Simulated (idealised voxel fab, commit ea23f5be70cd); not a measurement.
The name of this process module is voxel wiring stack.
For reference, the cross-section in this document is cut, with width 170 nm and square cells of 5 nm.
Cross-section layout: square cells on a grid; listed as bands, top to bottom; a band spans one or more cell rows. Basically the band line says how high the top is and how high the bottom is, in nm, and then what's in it from left to right, every material with its width in nm. Empty space shows up as "blank", and if a single material carries "everywhere" it runs the full band edge to edge. Zero point of the height axis is 0; under it, received wafer = one material. Lowest band: continues down indefinitely, "0..down". Note: "30 to 40" means the width goes from the first number (top row of the band) to the second number (bottom row) in equal steps per row of cells. No cell of the cross-section changed in a step that is given as "nothing got changed". Listed in "Voids, sealed": every empty space of 8 or more cells without an open way to the top. Form: width x height at distance, the distance being from the left edge, all in nm. Read whatever lies past the settings on a step's line as the simulator's own remark about the step. On any step carrying a mask, the "overlay nm" setting, if present on the step's line, tells how far right of its planned place the mask lay; negative values point to the left.

# Planned process steps
1: op RECEIVE | material Si
2: op CONFORMAL_DEP | material SiO2 | thk nm 15
3: op DIRECTIONAL_DEP | material TiN | thk nm 5
4: op DIRECTIONAL_DEP | material W | thk nm 25
5: op MASKED_ETCH | tone cover | mask id METAL_1 | width nm 30 | pitch nm 45 | etch materials W | depth nm 25 | overlay nm 0
6: op MASKED_ETCH | tone cover | mask id METAL_1 | width nm 30 | pitch nm 45 | etch materials TiN | depth nm 5 | overlay nm 0
7: op CONFORMAL_DEP | material SiCN | thk nm 5
8: op FILL_DEP | material SiO2 | thk nm 5
9: op CMP | height nm 45
10: op CONFORMAL_DEP | material SiCN | thk nm 5
11: op DIRECTIONAL_DEP | material SiO2 | thk nm 30
12: op DIRECTIONAL_DEP | material aC | thk nm 15
13: op PATTERN | tone open | mask id METAL_2_HOLES | material resist | width nm 15 | pitch nm 90 | thk nm 35 | overlay nm 0
14: op DIRECTIONAL_ETCH | etch materials aC | depth nm 15
15: op STRIP | etch materials resist
16: op DIRECTIONAL_ETCH | etch materials SiO2 | depth nm 30
17: op STRIP | etch materials aC
18: op PATTERN | tone open | mask id METAL_2 | material resist | width nm 30 | pitch nm 45 | thk nm 15 | overlay nm 0
19: op DIRECTIONAL_ETCH | etch materials SiO2 | depth nm 15
20: op DIRECTIONAL_ETCH | etch materials SiCN | depth nm 5
21: op STRIP | etch materials resist
22: op CONFORMAL_DEP | material TiN | thk nm 5
23: op FILL_DEP | material Ru | thk nm 10
24: op CMP | height nm 80
25: op CONFORMAL_DEP | material SiCN | thk nm 5

# As-received wafer cross-section (after step 1)
0..down  Si everywhere
Voids, sealed: none

# The first of the two wafers as seen in cross-section once the module was finished; processing followed the plan
85..80  SiCN everywhere
80..70  25 SiO2 / 5 TiN / 20 Ru / 5 TiN / 15 SiO2 / 5 TiN / 20 Ru / 5 TiN / 15 SiO2 / 5 TiN / 20 Ru / 5 TiN / 25 SiO2
70..65  25 SiO2 / 5 TiN / 5 Ru / 20 TiN / 15 SiO2 / 30 TiN / 15 SiO2 / 5 TiN / 5 Ru / 20 TiN / 25 SiO2
65..50  25 SiO2 / 5 TiN / 5 Ru / 5 TiN / 75 SiO2 / 5 TiN / 5 Ru / 5 TiN / 40 SiO2
50..45  25 SiCN / 15 TiN / 75 SiCN / 15 TiN / 40 SiCN
45..20  20 SiO2 / 5 SiCN / 30 W / 5 SiCN / 5 SiO2 / 5 SiCN / 30 W / 5 SiCN / 5 SiO2 / 5 SiCN / 30 W / 5 SiCN / 20 SiO2
20..15  25 SiCN / 30 TiN / 15 SiCN / 30 TiN / 15 SiCN / 30 TiN / 25 SiCN
15..0  SiO2 everywhere
0..down  Si everywhere
Voids, sealed: none

# Second wafer cross-section at end of module - shared start and plan with the first, one mistake in the run
85..80  SiCN everywhere
80..70  Ru everywhere
70..65  30 TiN / 20 Ru / 25 TiN / 20 Ru / 25 TiN / 20 Ru / 30 TiN
65..50  25 SiO2 / 5 TiN / 20 Ru / 5 TiN / 15 SiO2 / 5 TiN / 20 Ru / 5 TiN / 15 SiO2 / 5 TiN / 20 Ru / 5 TiN / 25 SiO2
50..45  25 SiCN / 30 TiN / 15 SiCN / 30 TiN / 15 SiCN / 30 TiN / 25 SiCN
45..20  20 SiO2 / 5 SiCN / 30 W / 5 SiCN / 5 SiO2 / 5 SiCN / 30 W / 5 SiCN / 5 SiO2 / 5 SiCN / 30 W / 5 SiCN / 20 SiO2
20..15  25 SiCN / 30 TiN / 15 SiCN / 30 TiN / 15 SiCN / 30 TiN / 25 SiCN
15..0  SiO2 everywhere
0..down  Si everywhere
Voids, sealed: none
Plan not followed: step 12 off recipe, ran as op DIRECTIONAL_DEP | material SiO2 | thk nm 15
The final cell counts differ between the wafers, with the second having more or fewer of some materials than the first: Ru +84, SiCN -12, SiO2 -84, TiN +12
